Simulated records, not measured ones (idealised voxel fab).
process module | voxel double patterning
cross-section cut | 225 nm wide | cells 5 nm
A cross-section is a grid of square cells, given in bands from the top down. A band is one or more rows of cells.
Each band's line starts with the height of the band's top and of its bottom, in nm. Then come its materials from left to right, each with its width in nm. One material with "throughout" fills the band from edge to edge. "air" is empty space.
Height 0 is the level under which the wafer as received is all one material. The lowest band goes on downwards, as in "0 down".
A width such as "30 to 40" changes by the same amount from each row of cells to the next, from the band's top row to its bottom row.
"no change" after a step means that no cell of the cross-section changed.
closed voids: empty space of 8 cells or more with no open way to the top, each as width x height at its distance from the left edge, in nm
after a step's settings: what the simulator itself notes on the step
overlay nm, on a step with a mask: how far to the right of its planned place the mask lay; to the left if negative
plan
1 op RECEIVE | material Si
2 op CONFORMAL_DEP | material SiN | thk nm 5
3 op DIRECTIONAL_DEP | material SiO2 | thk nm 15
4 op DIRECTIONAL_DEP | material SiCN | thk nm 10
5 op PATTERN | tone open | mask id FIRST | material resist | width nm 15 | pitch nm 50 | thk nm 15 | overlay nm 0
6 op DIRECTIONAL_ETCH | etch materials SiCN | depth nm 10
7 op STRIP | etch materials resist
8 op MASKED_ETCH | tone open | mask id SECOND | width nm 15 | pitch nm 50 | etch materials SiCN | depth nm 10 | overlay nm 0
9 op DIRECTIONAL_ETCH | etch materials SiO2 | depth nm 15
10 op STRIP | etch materials SiCN
as received, after step 1
  0 down: Si throughout
  closed voids: none
a wafer at the end: this start, this plan, one mistake
  15 to 0: SiO2 55 | air 15 | SiO2 10 | air 15 | SiO2 10 | air 15 | SiO2 10 | air 15 | SiO2 10 | air 15 | SiO2 55
  0 down: Si throughout
  closed voids: none
what went wrong: step 2 was left out
